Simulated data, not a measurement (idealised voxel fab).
Herein follows the process module entitled voxel self aligned vias.
The figure presents cross-section cut, which has a width of 170 nm and is divided into square cells with an edge length of 5 nm.
If you're reading a cross-section in this doc, picture square cells in a grid; it comes to you as bands, top ones listed first down to the bottom, and a band can be one or more rows of cells.
Band: top height; bottom height; in nm. Then, left to right: material with width in nm, for each material. "full width": a single material spanning edge to edge. "blank": empty space.
Height datum 0, below which the as-received substrate wafer is one material. Lowest band open at the bottom, running downward: "0 -> down".
The two numbers in a width such as "30..40" mark its ends across the band: the first belongs to the top row of cells, the second to the bottom row, and from each row to the next the width moves by the same amount.
It should be understood that the words "everything unchanged", when stated for a given step, signify that the cross-section underwent no change in any of its cells during that step.
In "Trapped voids" the enclosed voids are listed, meaning empty spaces of 8 cells or larger without any opening to the top. The form is width x height at distance, distance from the left edge, units nm.
The remark found on a step's line after its settings is issued by the simulator itself and pertains to that step.
Each step line may optionally specify "overlay nm", which for a step with a mask gives the rightward distance between the mask's planned place and where it lay, a negative value indicating the leftward direction.

### The process steps that were planned are listed below
| 1 | op RECEIVE | material Si |
| 2 | op CONFORMAL_DEP | material SiO2 | thk nm 10 |
| 3 | op CONFORMAL_DEP | material SiCN | thk nm 5 |
| 4 | op DIRECTIONAL_DEP | material lowk | thk nm 20 |
| 5 | op MASKED_ETCH | tone open | mask id LINES | width nm 20 | pitch nm 70 | etch materials lowk | depth nm 20 | overlay nm 0 |
| 6 | op CONFORMAL_DEP | material TiN | thk nm 5 |
| 7 | op FILL_DEP | material Ru | thk nm 5 |
| 8 | op CMP | height nm 35 |
| 9 | op SELECTIVE_ETCH | etch materials W Ru TiN | depth nm 10 |
| 10 | op FILL_DEP | material SiN | thk nm 10 |
| 11 | op CMP | height nm 35 |
| 12 | op DIRECTIONAL_DEP | material lowk | thk nm 15 |
| 13 | op DIRECTIONAL_DEP | material aC | thk nm 10 |
| 14 | op PATTERN | tone open | mask id VIAS | material resist | width nm 40 | pitch nm 70 | thk nm 25 | overlay nm 0 |
| 15 | op DIRECTIONAL_ETCH | etch materials aC | depth nm 10 |
| 16 | op STRIP | etch materials resist |
| 17 | op DIRECTIONAL_ETCH | etch materials lowk | depth nm 15 |
| 18 | op DIRECTIONAL_ETCH | etch materials SiN | depth nm 10 |
| 19 | op STRIP | etch materials aC |
| 20 | op CONFORMAL_DEP | material TiN | thk nm 5 |
| 21 | op FILL_DEP | material W | thk nm 10 |
| 22 | op CMP | height nm 50 |
| 23 | op CONFORMAL_DEP | material SiCN | thk nm 5 |

### Cross-section of the wafer upon arrival, representing the state reached after step 1
0 -> down | Si full width
Trapped voids: none

### Wafer at module end, in section. Began as above, planned as above, run with one mistake
55 -> 50 | SiCN full width
50 -> 40 | 40 of lowk  5 of TiN  30 of W  5 of TiN  30 of lowk  5 of TiN  30 of W  5 of TiN  20 of lowk
40 -> 30 | 40 of lowk  5 of TiN  10 of W  25..5 of TiN  30..50 of lowk  5 of TiN  10 of W  25..5 of TiN  20..40 of lowk
30 -> 25 | 40 of lowk  20 of TiN  50 of lowk  20 of TiN  40 of lowk
25 -> 20 | 40 of lowk  5 of TiN  10 of Ru  5 of TiN  50 of lowk  5 of TiN  10 of Ru  5 of TiN  40 of lowk
20 -> 15 | 40 of lowk  20 of TiN  50 of lowk  20 of TiN  40 of lowk
15 -> 10 | SiCN full width
10 -> 0 | SiO2 full width
0 -> down | Si full width
Trapped voids: none
Against the plan, the run slipped here: step 14 did not use the planned setting and instead ran as op PATTERN | tone open | mask id VIAS | material resist | width nm 40 | pitch nm 70 | thk nm 25 | overlay nm 10
